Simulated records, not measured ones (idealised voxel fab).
Herein follows the process module entitled voxel capacitor over wiring.
cross-section cut | 180 nm wide | cells 5 nm
Reading order for cross-sections: top band down to bottom band. Underlying form: a grid of square cells. Band size: one or more rows of cells.
Basically the band line says how high the top is and how high the bottom is, in nm, and then what's in it from left to right, every material with its width in nm. Empty space shows up as "air", and if a single material carries "throughout" it runs the full band edge to edge.
We count height from 0. Below that, the starting wafer is all one material. The lowest band never ends at the bottom but goes on down; see "top 0, no bottom" for how that is written.
The expression "30 to 40" gives the width at the extremes of the band, the first number at its top row of cells and the second at its bottom row, with the width changing by equal amounts from each row to the next in between.
"all unchanged", as given for a step, is the statement that not any cell of the cross-section underwent a change during that step.
This entry, "Sealed-off cavities", enumerates those empty regions of no fewer than 8 cells that possess no open connection to the top. Each region is reported in the form width x height at distance, the distance being taken from the left edge, with all three quantities expressed in nm.
The remark found on a step's line after its settings is issued by the simulator itself and pertains to that step.
What "overlay nm" on a step's line means: if the step has a mask, that mask lay this far to the right of its planned place, or, when the value is negative, to the left.
# Here's what the planned process steps look like
- 1: RECEIVE,material Si
- 2: CONFORMAL_DEP,material SiO2,thk nm 15
- 3: DIRECTIONAL_DEP,material TiN,thk nm 5
- 4: DIRECTIONAL_DEP,material W,thk nm 20
- 5: MASKED_ETCH,tone cover,mask id METAL_1,width nm 20,pitch nm 75,etch materials W,depth nm 20,overlay nm 0
- 6: MASKED_ETCH,tone cover,mask id METAL_1,width nm 20,pitch nm 75,etch materials TiN,depth nm 5,overlay nm 0
- 7: CONFORMAL_DEP,material SiCN,thk nm 5
- 8: FILL_DEP,material SiO2,thk nm 10
- 9: CMP,height nm 40
- 10: CONFORMAL_DEP,material SiCN,thk nm 5
- 11: DIRECTIONAL_DEP,material lowk,thk nm 20
- 12: DIRECTIONAL_DEP,material aC,thk nm 10
- 13: PATTERN,tone open,mask id PLUG_1,material resist,width nm 15,thk nm 25,overlay nm 0
- 14: DIRECTIONAL_ETCH,etch materials aC,depth nm 10
- 15: STRIP,etch materials resist
- 16: DIRECTIONAL_ETCH,etch materials lowk,depth nm 20
- 17: DIRECTIONAL_ETCH,etch materials SiCN,depth nm 5
- 18: STRIP,etch materials aC
- 19: CONFORMAL_DEP,material TiN,thk nm 5
- 20: FILL_DEP,material Ru,thk nm 5
- 21: CMP,height nm 65
- 22: DIRECTIONAL_DEP,material TiN,thk nm 5
- 23: DIRECTIONAL_DEP,material HfO2,thk nm 5
- 24: DIRECTIONAL_DEP,material TiN,thk nm 5
- 25: MASKED_ETCH,tone cover,mask id UPPER_PLATE,width nm 60,etch materials TiN,depth nm 5,overlay nm 0
- 26: MASKED_ETCH,tone cover,mask id UPPER_PLATE,width nm 60,etch materials HfO2,depth nm 5,overlay nm 0
- 27: MASKED_ETCH,tone cover,mask id LOWER_PLATE,width nm 70,etch materials TiN,depth nm 5,overlay nm 0
- 28: FILL_DEP,material SiO2,thk nm 20
- 29: CMP,height nm 95
- 30: PATTERN,tone open,mask id PLUG_2,material resist,width nm 15,thk nm 20,overlay nm 0
- 31: DIRECTIONAL_ETCH,etch materials SiO2,depth nm 15
- 32: STRIP,etch materials resist
- 33: CONFORMAL_DEP,material TiN,thk nm 5
- 34: FILL_DEP,material Ru,thk nm 10
- 35: CMP,height nm 95
- 36: CONFORMAL_DEP,material SiN,thk nm 5
# Cross-section of the incoming wafer, state after step 1
- top 0, no bottom = Si throughout
- Sealed-off cavities: none
# The cross-section shown corresponds to the wafer at the conclusion of the module. The initial structure and the process plan are those presented above; however, one mistake occurred in executing the plan
- top 100, bottom 95 = SiN throughout
- top 95, bottom 85 = 55 of SiO2, then 5 of TiN, then 5 of Ru, then 5 of TiN, then 110 of SiO2
- top 85, bottom 75 = 55 to 45 of SiO2, then 15 to 60 of TiN, then 110 to 75 of SiO2
- top 75, bottom 70 = 45 of SiO2, then 60 of HfO2, then 75 of SiO2
- top 70, bottom 65 = aC throughout
- top 65, bottom 45 = 45 of lowk, then 5 of TiN, then 5 of Ru, then 5 of TiN, then 120 of lowk
- top 45, bottom 40 = 45 of SiCN, then 15 of TiN, then 120 of SiCN
- top 40, bottom 20 = 35 of SiO2, then 5 of SiCN, then 20 of W, then 5 of SiCN, then 45 of SiO2, then 5 of SiCN, then 20 of W, then 5 of SiCN, then 40 of SiO2
- top 20, bottom 15 = 40 of SiCN, then 20 of TiN, then 55 of SiCN, then 20 of TiN, then 45 of SiCN
- top 15, bottom 0 = SiO2 throughout
- top 0, no bottom = Si throughout
- Sealed-off cavities: none
What broke from the plan during processing? so step 22 ended up running with a different setting than we planned, it ran as DIRECTIONAL_DEP,material aC,thk nm 5
